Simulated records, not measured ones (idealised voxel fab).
process module | voxel transistor to metal
cross-section cut | 155 nm wide | cells 5 nm
A cross-section is a grid of square cells, given in bands from the top down. A band is one or more rows of cells.
Each band's line starts with the height of the band's top and of its bottom, in nm. Then come its materials from left to right, each with its width in nm. One material with "throughout" fills the band from edge to edge. "air" is empty space.
Height 0 is the level under which the wafer as received is all one material. The lowest band goes on downwards, as in "0 down".
A width such as "30 to 40" changes by the same amount from each row of cells to the next, from the band's top row to its bottom row.
"no change" after a step means that no cell of the cross-section changed.
closed voids: empty space of 8 cells or more with no open way to the top, each as width x height at its distance from the left edge, in nm
after a step's settings: what the simulator itself notes on the step
overlay nm, on a step with a mask: how far to the right of its planned place the mask lay; to the left if negative
plan
1 op RECEIVE | material Si
2 op OXIDIZE | depth nm 5
3 op CONFORMAL_DEP | material SiN | thk nm 15
4 op DIRECTIONAL_DEP | material aC | thk nm 10
5 op PATTERN | tone cover | mask id ACTIVE | material resist | width nm 105 | thk nm 25 | overlay nm 0
6 op DIRECTIONAL_ETCH | etch materials aC | depth nm 10
7 op STRIP | etch materials resist
8 op DIRECTIONAL_ETCH | etch materials SiN | depth nm 15
9 op DIRECTIONAL_ETCH | etch materials SiO2 | depth nm 5
10 op DIRECTIONAL_ETCH | etch materials Si | depth nm 30
11 op STRIP | etch materials aC
12 op OXIDIZE | depth nm 5
13 op FILL_DEP | material SiO2 | thk nm 15
14 op CMP | height nm 15
15 op SELECTIVE_ETCH | etch materials SiO2 | depth nm 15
16 op STRIP | etch materials SiN
17 op SELECTIVE_ETCH | etch materials SiO2 | depth nm 5
18 op OXIDIZE | depth nm 5
19 op DIRECTIONAL_DEP | material polySi | thk nm 25
20 op DIRECTIONAL_DEP | material SiCN | thk nm 10
21 op PATTERN | tone cover | mask id GATE | material resist | width nm 15 | thk nm 15 | overlay nm 0
22 op DIRECTIONAL_ETCH | etch materials SiCN | depth nm 20
23 op DIRECTIONAL_ETCH | etch materials polySi | depth nm 35
24 op STRIP | etch materials resist
25 op CONFORMAL_DEP | material SiN | thk nm 10
26 op DIRECTIONAL_ETCH | etch materials SiN | depth nm 10
27 op DIRECTIONAL_ETCH | etch materials SiO2 | depth nm 5
28 op EPI | material nSi | thk nm 5
29 op FILL_DEP | material SiO2 | thk nm 10
30 op CMP | height nm 30
31 op DIRECTIONAL_DEP | material SiO2 | thk nm 10
32 op PATTERN | tone open | mask id CONTACT | material resist | width nm 30 | pitch nm 55 | thk nm 20 | overlay nm 0
33 op DIRECTIONAL_ETCH | etch materials SiO2 | depth nm 45
34 op STRIP | etch materials resist
35 op CONFORMAL_DEP | material TiN | thk nm 5
36 op FILL_DEP | material Ru | thk nm 5
37 op CMP | height nm 40
38 op DIRECTIONAL_DEP | material TiN | thk nm 5
39 op DIRECTIONAL_DEP | material Ru | thk nm 15
40 op PATTERN | tone cover | mask id METAL_1 | material resist | width nm 20 | pitch nm 65 | thk nm 15 | overlay nm 0
41 op DIRECTIONAL_ETCH | etch materials Ru | depth nm 15
42 op DIRECTIONAL_ETCH | etch materials TiN | depth nm 5
43 op STRIP | etch materials resist
44 op CONFORMAL_DEP | material SiN | thk nm 5
45 op FILL_DEP | material SiO2 | thk nm 5
46 op CMP | height nm 60
47 op CONFORMAL_DEP | material SiCN | thk nm 5
48 op DIRECTIONAL_DEP | material SiO2 | thk nm 35
49 op DIRECTIONAL_DEP | material aC | thk nm 10
50 op PATTERN | tone open | mask id METAL_2_HOLES | material resist | width nm 15 | pitch nm 65 | thk nm 30 | overlay nm 0
51 op DIRECTIONAL_ETCH | etch materials aC | depth nm 10
52 op STRIP | etch materials resist
53 op DIRECTIONAL_ETCH | etch materials SiO2 | depth nm 35
54 op STRIP | etch materials aC
55 op DIRECTIONAL_DEP | material aC | thk nm 15
56 op PATTERN | tone open | mask id METAL_2 | material resist | width nm 20 | pitch nm 65 | thk nm 35 | overlay nm 0
57 op DIRECTIONAL_ETCH | etch materials aC | depth nm 15
58 op STRIP | etch materials resist
59 op DIRECTIONAL_ETCH | etch materials SiO2 | depth nm 20
60 op DIRECTIONAL_ETCH | etch materials SiCN | depth nm 5
61 op STRIP | etch materials aC
62 op CONFORMAL_DEP | material TiN | thk nm 5
63 op FILL_DEP | material Ru | thk nm 5
64 op CMP | height nm 100
65 op CONFORMAL_DEP | material SiN | thk nm 5
first wafer, as planned
as received, after step 1
  0 down: Si throughout
  closed voids: none
after step 2
  0 to -5: SiO2 throughout
  below -5: unchanged
after step 3
  15 to 0: SiN throughout
  below 0: unchanged
after step 4
  25 to 15: aC throughout
  below 15: unchanged
after step 5
  50 to 25: air 25 | resist 105 | air 25
  below 25: unchanged
after step 6
  40 to 25: air 25 | resist 105 | air 25
  25 to 15: air 25 | aC 105 | air 25
  below 15: unchanged
after step 7
  25 to 15: air 25 | aC 105 | air 25
  below 15: unchanged
after step 8
  25 to 15: air 25 | aC 105 | air 25
  15 to 0: air 25 | SiN 105 | air 25
  below 0: unchanged
after step 9
  25 to 15: air 25 | aC 105 | air 25
  15 to 0: air 25 | SiN 105 | air 25
  0 to -5: air 25 | SiO2 105 | air 25
  below -5: unchanged
after step 10
  25 to 15: air 25 | aC 105 | air 25
  15 to 0: air 25 | SiN 105 | air 25
  0 to -5: air 25 | SiO2 105 | air 25
  -5 to -35: air 25 | Si 105 | air 25
  below -35: unchanged
after step 11
  15 to 0: air 25 | SiN 105 | air 25
  below 0: unchanged
after step 12
  15 to 0: air 25 | SiN 105 | air 25
  0 to -5: air 25 | SiO2 105 | air 25
  -5 to -35: air 25 | SiO2 5 | Si 95 | SiO2 5 | air 25
  -35 to -40: SiO2 30 | Si 95 | SiO2 30
  below -40: unchanged
after step 13
  30 to 15: SiO2 throughout
  15 to 0: SiO2 25 | SiN 105 | SiO2 25
  0 to -5: SiO2 throughout
  -5 to -40: SiO2 30 | Si 95 | SiO2 30
  below -40: unchanged
after step 14
  15 to 0: SiO2 25 | SiN 105 | SiO2 25
  below 0: unchanged
after step 15
  15 to 0: air 25 | SiN 105 | air 25
  below 0: unchanged
after step 16
  0 to -5: SiO2 throughout
  below -5: unchanged
after step 17
  -5 to -40: SiO2 30 | Si 95 | SiO2 30
  below -40: unchanged
after step 18
  -5 to -10: SiO2 throughout
  below -10: unchanged
after step 19
  20 to -5: polySi throughout
  below -5: unchanged
after step 20
  30 to 20: SiCN throughout
  below 20: unchanged
after step 21
  45 to 30: air 70 | resist 15 | air 70
  below 30: unchanged
after step 22
  45 to 30: air 70 | resist 15 | air 70
  30 to 20: air 70 | SiCN 15 | air 70
  below 20: unchanged
after step 23
  45 to 30: air 70 | resist 15 | air 70
  30 to 20: air 70 | SiCN 15 | air 70
  20 to -5: air 70 | polySi 15 | air 70
  below -5: unchanged
after step 24
  30 to 20: air 70 | SiCN 15 | air 70
  below 20: unchanged
after step 25
  40 to 30: air 60 | SiN 35 | air 60
  30 to 20: air 60 | SiN 10 | SiCN 15 | SiN 10 | air 60
  20 to 5: air 60 | SiN 10 | polySi 15 | SiN 10 | air 60
  5 to -5: SiN 70 | polySi 15 | SiN 70
  below -5: unchanged
after step 26
  30 to 20: air 60 | SiN 10 | SiCN 15 | SiN 10 | air 60
  20 to -5: air 60 | SiN 10 | polySi 15 | SiN 10 | air 60
  below -5: unchanged
after step 27
  30 to 20: air 60 | SiN 10 | SiCN 15 | SiN 10 | air 60
  20 to -5: air 60 | SiN 10 | polySi 15 | SiN 10 | air 60
  -5 to -10: air 60 | SiO2 35 | air 60
  below -10: unchanged
after step 28
  30 to 20: air 60 | SiN 10 | SiCN 15 | SiN 10 | air 60
  20 to -5: air 60 | SiN 10 | polySi 15 | SiN 10 | air 60
  -5 to -10: air 25 | nSi 35 | SiO2 35 | nSi 35 | air 25
  below -10: unchanged
after step 29
  40 to 30: SiO2 throughout
  30 to 20: SiO2 60 | SiN 10 | SiCN 15 | SiN 10 | SiO2 60
  20 to -5: SiO2 60 | SiN 10 | polySi 15 | SiN 10 | SiO2 60
  -5 to -10: SiO2 25 | nSi 35 | SiO2 35 | nSi 35 | SiO2 25
  below -10: unchanged
after step 30
  30 to 20: SiO2 60 | SiN 10 | SiCN 15 | SiN 10 | SiO2 60
  below 20: unchanged
after step 31
  40 to 30: SiO2 throughout
  below 30: unchanged
after step 32
  60 to 40: resist 35 | air 30 | resist 25 | air 30 | resist 35
  below 40: unchanged
after step 33
  60 to 40: resist 35 | air 30 | resist 25 | air 30 | resist 35
  40 to 30: SiO2 35 | air 30 | SiO2 25 | air 30 | SiO2 35
  30 to 20: SiO2 35 | air 25 | SiN 10 | SiCN 15 | SiN 10 | air 25 | SiO2 35
  20 to -5: SiO2 35 | air 25 | SiN 10 | polySi 15 | SiN 10 | air 25 | SiO2 35
  below -5: unchanged
after step 34
  40 to 30: SiO2 35 | air 30 | SiO2 25 | air 30 | SiO2 35
  below 30: unchanged
after step 35
  45 to 40: TiN 40 | air 20 | TiN 35 | air 20 | TiN 40
  40 to 30: SiO2 35 | TiN 5 | air 20 to 15 | TiN 5 to 10 | SiO2 25 | TiN 5 to 10 | air 20 to 15 | TiN 5 | SiO2 35
  30 to 20: SiO2 35 | TiN 5 | air 15 | TiN 5 | SiN 10 | SiCN 15 | SiN 10 | TiN 5 | air 15 | TiN 5 | SiO2 35
  20 to 0: SiO2 35 | TiN 5 | air 15 | TiN 5 | SiN 10 | polySi 15 | SiN 10 | TiN 5 | air 15 | TiN 5 | SiO2 35
  0 to -5: SiO2 35 | TiN 25 | SiN 10 | polySi 15 | SiN 10 | TiN 25 | SiO2 35
  below -5: unchanged
after step 36
  50 to 45: Ru throughout
  45 to 40: TiN 40 | Ru 20 | TiN 35 | Ru 20 | TiN 40
  40 to 30: SiO2 35 | TiN 5 | Ru 20 to 15 | TiN 5 to 10 | SiO2 25 | TiN 5 to 10 | Ru 20 to 15 | TiN 5 | SiO2 35
  30 to 20: SiO2 35 | TiN 5 | Ru 15 | TiN 5 | SiN 10 | SiCN 15 | SiN 10 | TiN 5 | Ru 15 | TiN 5 | SiO2 35
  20 to 0: SiO2 35 | TiN 5 | Ru 15 | TiN 5 | SiN 10 | polySi 15 | SiN 10 | TiN 5 | Ru 15 | TiN 5 | SiO2 35
  below 0: unchanged
after step 37
  40 to 30: SiO2 35 | TiN 5 | Ru 20 to 15 | TiN 5 to 10 | SiO2 25 | TiN 5 to 10 | Ru 20 to 15 | TiN 5 | SiO2 35
  below 30: unchanged
after step 38
  45 to 40: TiN throughout
  below 40: unchanged
after step 39
  60 to 45: Ru throughout
  below 45: unchanged
after step 40
  75 to 60: air 35 | resist 20 | air 45 | resist 20 | air 35
  below 60: unchanged
after step 41
  75 to 60: air 35 | resist 20 | air 45 | resist 20 | air 35
  60 to 45: air 35 | Ru 20 | air 45 | Ru 20 | air 35
  below 45: unchanged
after step 42
  75 to 60: air 35 | resist 20 | air 45 | resist 20 | air 35
  60 to 45: air 35 | Ru 20 | air 45 | Ru 20 | air 35
  45 to 40: air 35 | TiN 20 | air 45 | TiN 20 | air 35
  below 40: unchanged
after step 43
  60 to 45: air 35 | Ru 20 | air 45 | Ru 20 | air 35
  below 45: unchanged
after step 44
  65 to 60: air 30 | SiN 30 | air 35 | SiN 30 | air 30
  60 to 45: air 30 | SiN 5 | Ru 20 | SiN 5 | air 35 | SiN 5 | Ru 20 | SiN 5 | air 30
  45 to 40: SiN 35 | TiN 20 | SiN 45 | TiN 20 | SiN 35
  below 40: unchanged
after step 45
  70 to 65: SiO2 throughout
  65 to 60: SiO2 30 | SiN 30 | SiO2 35 | SiN 30 | SiO2 30
  60 to 45: SiO2 30 | SiN 5 | Ru 20 | SiN 5 | SiO2 35 | SiN 5 | Ru 20 | SiN 5 | SiO2 30
  below 45: unchanged
after step 46
  60 to 45: SiO2 30 | SiN 5 | Ru 20 | SiN 5 | SiO2 35 | SiN 5 | Ru 20 | SiN 5 | SiO2 30
  below 45: unchanged
after step 47
  65 to 60: SiCN throughout
  below 60: unchanged
after step 48
  100 to 65: SiO2 throughout
  below 65: unchanged
after step 49
  110 to 100: aC throughout
  below 100: unchanged
after step 50
  140 to 110: resist 35 | air 15 | resist 50 | air 15 | resist 40
  below 110: unchanged
after step 51
  130 to 110: resist 35 | air 15 | resist 50 | air 15 | resist 40
  110 to 100: aC 35 | air 15 | aC 50 | air 15 | aC 40
  below 100: unchanged
after step 52
  110 to 100: aC 35 | air 15 | aC 50 | air 15 | aC 40
  below 100: unchanged
after step 53
  110 to 100: aC 35 | air 15 | aC 50 | air 15 | aC 40
  100 to 65: SiO2 35 | air 15 | SiO2 50 | air 15 | SiO2 40
  below 65: unchanged
after step 54
  100 to 65: SiO2 35 | air 15 | SiO2 50 | air 15 | SiO2 40
  below 65: unchanged
after step 55
  115 to 100: aC 35 | air 15 | aC 50 | air 15 | aC 40
  100 to 80: SiO2 35 | air 15 | SiO2 50 | air 15 | SiO2 40
  80 to 65: SiO2 35 | aC 15 | SiO2 50 | aC 15 | SiO2 40
  below 65: unchanged
after step 56
  150 to 115: resist 35 | air 20 | resist 45 | air 20 | resist 35
  below 115: unchanged
after step 57
  135 to 115: resist 35 | air 20 | resist 45 | air 20 | resist 35
  115 to 100: aC 35 | air 20 | aC 45 | air 20 | aC 35
  100 to 65: SiO2 35 | air 15 | SiO2 50 | air 15 | SiO2 40
  below 65: unchanged
after step 58
  115 to 100: aC 35 | air 20 | aC 45 | air 20 | aC 35
  below 100: unchanged
after step 59
  115 to 100: aC 35 | air 20 | aC 45 | air 20 | aC 35
  100 to 80: SiO2 35 | air 20 | SiO2 45 | air 20 | SiO2 35
  below 80: unchanged
after step 60
  115 to 100: aC 35 | air 20 | aC 45 | air 20 | aC 35
  100 to 80: SiO2 35 | air 20 | SiO2 45 | air 20 | SiO2 35
  80 to 65: SiO2 35 | air 15 | SiO2 50 | air 15 | SiO2 40
  65 to 60: SiCN 35 | air 15 | SiCN 50 | air 15 | SiCN 40
  below 60: unchanged
after step 61
  100 to 80: SiO2 35 | air 20 | SiO2 45 | air 20 | SiO2 35
  below 80: unchanged
after step 62
  105 to 100: TiN 40 | air 10 | TiN 55 | air 10 | TiN 40
  100 to 85: SiO2 35 | TiN 5 | air 10 | TiN 5 | SiO2 45 | TiN 5 | air 10 | TiN 5 | SiO2 35
  85 to 80: SiO2 35 | TiN 5 | air 5 | TiN 10 | SiO2 45 | TiN 5 | air 5 | TiN 10 | SiO2 35
  80 to 65: SiO2 35 | TiN 5 | air 5 | TiN 5 | SiO2 50 | TiN 5 | air 5 | TiN 5 | SiO2 40
  65 to 60: SiCN 35 | TiN 15 | SiCN 50 | TiN 15 | SiCN 40
  below 60: unchanged
after step 63
  110 to 105: Ru throughout
  105 to 100: TiN 40 | Ru 10 | TiN 55 | Ru 10 | TiN 40
  100 to 85: SiO2 35 | TiN 5 | Ru 10 | TiN 5 | SiO2 45 | TiN 5 | Ru 10 | TiN 5 | SiO2 35
  85 to 80: SiO2 35 | TiN 5 | Ru 5 | TiN 10 | SiO2 45 | TiN 5 | Ru 5 | TiN 10 | SiO2 35
  80 to 65: SiO2 35 | TiN 5 | Ru 5 | TiN 5 | SiO2 50 | TiN 5 | Ru 5 | TiN 5 | SiO2 40
  below 65: unchanged
after step 64
  100 to 85: SiO2 35 | TiN 5 | Ru 10 | TiN 5 | SiO2 45 | TiN 5 | Ru 10 | TiN 5 | SiO2 35
  below 85: unchanged
after step 65
  105 to 100: SiN throughout
  below 100: unchanged
second wafer: like start, like plan, one mistake. Through step 47 it matches the first wafer
when step 48 should have ended
  135 to 65: SiO2 throughout
  below 65: unchanged
when step 49 should have ended
  145 to 135: aC throughout
  below 135: unchanged
when step 50 should have ended
  175 to 145: resist 35 | air 15 | resist 50 | air 15 | resist 40
  below 145: unchanged
when step 51 should have ended
  165 to 145: resist 35 | air 15 | resist 50 | air 15 | resist 40
  145 to 135: aC 35 | air 15 | aC 50 | air 15 | aC 40
  below 135: unchanged
when step 52 should have ended
  145 to 135: aC 35 | air 15 | aC 50 | air 15 | aC 40
  below 135: unchanged
when step 53 should have ended
  145 to 135: aC 35 | air 15 | aC 50 | air 15 | aC 40
  135 to 100: SiO2 35 | air 15 | SiO2 50 | air 15 | SiO2 40
  below 100: unchanged
when step 54 should have ended
  135 to 100: SiO2 35 | air 15 | SiO2 50 | air 15 | SiO2 40
  below 100: unchanged
when step 55 should have ended
  150 to 135: aC 35 | air 15 | aC 50 | air 15 | aC 40
  135 to 115: SiO2 35 | air 15 | SiO2 50 | air 15 | SiO2 40
  115 to 100: SiO2 35 | aC 15 | SiO2 50 | aC 15 | SiO2 40
  below 100: unchanged
when step 56 should have ended
  185 to 150: resist 35 | air 20 | resist 45 | air 20 | resist 35
  below 150: unchanged
when step 57 should have ended
  170 to 150: resist 35 | air 20 | resist 45 | air 20 | resist 35
  150 to 135: aC 35 | air 20 | aC 45 | air 20 | aC 35
  135 to 100: SiO2 35 | air 15 | SiO2 50 | air 15 | SiO2 40
  below 100: unchanged
when step 58 should have ended
  150 to 135: aC 35 | air 20 | aC 45 | air 20 | aC 35
  below 135: unchanged
when step 59 should have ended
  150 to 135: aC 35 | air 20 | aC 45 | air 20 | aC 35
  135 to 115: SiO2 35 | air 20 | SiO2 45 | air 20 | SiO2 35
  115 to 80: SiO2 35 | air 15 | SiO2 50 | air 15 | SiO2 40
  below 80: unchanged
when step 60 should have ended: no change
when step 61 should have ended
  135 to 115: SiO2 35 | air 20 | SiO2 45 | air 20 | SiO2 35
  below 115: unchanged
when step 62 should have ended
  140 to 135: TiN 40 | air 10 | TiN 55 | air 10 | TiN 40
  135 to 120: SiO2 35 | TiN 5 | air 10 | TiN 5 | SiO2 45 | TiN 5 | air 10 | TiN 5 | SiO2 35
  120 to 115: SiO2 35 | TiN 5 | air 5 | TiN 10 | SiO2 45 | TiN 5 | air 5 | TiN 10 | SiO2 35
  115 to 85: SiO2 35 | TiN 5 | air 5 | TiN 5 | SiO2 50 | TiN 5 | air 5 | TiN 5 | SiO2 40
  85 to 80: SiO2 35 | TiN 15 | SiO2 50 | TiN 15 | SiO2 40
  below 80: unchanged
when step 63 should have ended
  145 to 140: Ru throughout
  140 to 135: TiN 40 | Ru 10 | TiN 55 | Ru 10 | TiN 40
  135 to 120: SiO2 35 | TiN 5 | Ru 10 | TiN 5 | SiO2 45 | TiN 5 | Ru 10 | TiN 5 | SiO2 35
  120 to 115: SiO2 35 | TiN 5 | Ru 5 | TiN 10 | SiO2 45 | TiN 5 | Ru 5 | TiN 10 | SiO2 35
  115 to 85: SiO2 35 | TiN 5 | Ru 5 | TiN 5 | SiO2 50 | TiN 5 | Ru 5 | TiN 5 | SiO2 40
  below 85: unchanged
when step 64 should have ended
  100 to 85: SiO2 35 | TiN 5 | Ru 5 | TiN 5 | SiO2 50 | TiN 5 | Ru 5 | TiN 5 | SiO2 40
  below 85: unchanged
when step 65 should have ended
  105 to 100: SiN throughout
  below 100: unchanged
what went wrong: step 48 was run twice
at the end the second wafer has, in cells: 14 fewer of Ru | 6 more of SiCN | 26 more of SiO2 | 18 fewer of TiN
